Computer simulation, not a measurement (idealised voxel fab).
The following is a process module called voxel wiring stack.
Section shown: cut. Width: 165 nm. Cell size: 5 nm, square.
Throughout this document, each cross-section is represented as a grid of square cells and is presented as a sequence of bands enumerated from the top downward, where a band comprises one or more rows of cells. For a band, the entry starts with two heights in nm, that of the top and then that of the bottom, and carries on with the band's materials in order from left to right, each alongside its width in nm; the word "everywhere" beside a single material means it fills the band edge to edge, and "blank" means empty space. Heights are measured from 0, the level below which the as-received wafer is all one material; the lowest band has no bottom and continues downward, written as in "from 0 down". It should be noted that a width expressed as "30 to 40" varies in equal increments from row to row of cells within the band, taking the value of the first number at the top row and that of the second number at the bottom row. Step note "no alteration" = no cross-section cell changed. Listed in "Voids, sealed": every empty space of 8 or more cells without an open way to the top. Form: width x height at distance, the distance being from the left edge, all in nm. Formally, on a step line, whatever follows the settings is a remark that the simulator itself makes on the step. The "overlay nm" setting may appear on a step's line; for a step that uses a mask, it gives how far to the right of its planned position the mask lay, and a negative value indicates the left.

**Process steps foreseen in the plan**
1) RECEIVE with material Si
2) CONFORMAL_DEP with material SiO2, thk nm 10
3) DIRECTIONAL_DEP with material TiN, thk nm 5
4) DIRECTIONAL_DEP with material W, thk nm 25
5) DIRECTIONAL_DEP with material aC, thk nm 10
6) PATTERN with tone cover, mask id METAL_1, material resist, width nm 20, pitch nm 35, thk nm 25, overlay nm 0
7) DIRECTIONAL_ETCH with etch materials aC, depth nm 10
8) STRIP with etch materials resist
9) DIRECTIONAL_ETCH with etch materials W, depth nm 25
10) DIRECTIONAL_ETCH with etch materials TiN, depth nm 5
11) STRIP with etch materials aC
12) CONFORMAL_DEP with material SiN, thk nm 5
13) FILL_DEP with material lowk, thk nm 10
14) CMP with height nm 40
15) CONFORMAL_DEP with material SiCN, thk nm 5
16) DIRECTIONAL_DEP with material SiO2, thk nm 15
17) PATTERN with tone open, mask id PLUG_1, material resist, width nm 15, pitch nm 70, thk nm 15, overlay nm 0
18) DIRECTIONAL_ETCH with etch materials SiO2, depth nm 15
19) DIRECTIONAL_ETCH with etch materials SiCN, depth nm 5
20) STRIP with etch materials resist
21) CONFORMAL_DEP with material TiN, thk nm 5
22) FILL_DEP with material Cu, thk nm 5
23) CMP with height nm 60
24) DIRECTIONAL_DEP with material TiN, thk nm 5
25) DIRECTIONAL_DEP with material Ru, thk nm 25
26) PATTERN with tone cover, mask id METAL_2, material resist, width nm 20, pitch nm 35, thk nm 20, overlay nm 0
27) DIRECTIONAL_ETCH with etch materials Ru, depth nm 25
28) DIRECTIONAL_ETCH with etch materials TiN, depth nm 5
29) STRIP with etch materials resist
30) FILL_DEP with material SiO2, thk nm 5
31) CMP with height nm 90
32) CONFORMAL_DEP with material SiN, thk nm 5

**Here's what the wafer looked like in cross-section when it arrived - that's after step 1**
> from 0 down  Si everywhere
> Voids, sealed: none

**This is how the wafer looks in cross-section once the module is done, given the starting state and plan above and one mistake in carrying the plan out**
> from 95 to 90  SiN everywhere
> from 90 to 65  SiO2=20, Ru=20, SiO2=15, Ru=20, SiO2=15, Ru=20, SiO2=15, Ru=20, SiO2=20
> from 65 to 60  SiO2=20, TiN=20, SiO2=15, TiN=20, SiO2=15, TiN=20, SiO2=15, TiN=20, SiO2=20
> from 60 to 45  SiO2=30, TiN=5, Cu=5, TiN=5, SiO2=55, TiN=5, Cu=5, TiN=5, SiO2=50
> from 45 to 40  SiCN=30, TiN=15, SiCN=55, TiN=15, SiCN=50
> from 40 to 15  lowk=15, SiN=5, W=20, SiN=5, lowk=5, SiN=5, W=20, SiN=5, lowk=5, SiN=5, W=20, SiN=5, lowk=5, SiN=5, W=20, SiN=5, lowk=15
> from 15 to 10  SiN=20, TiN=20, SiN=15, TiN=20, SiN=15, TiN=20, SiN=15, TiN=20, SiN=20
> from 10 to 0  SiO2 everywhere
> from 0 down  Si everywhere
> Voids, sealed: none
Plan not followed: contrary to plan, step 17 was performed as PATTERN with tone open, mask id PLUG_1, material resist, width nm 15, pitch nm 70, thk nm 15, overlay nm 10
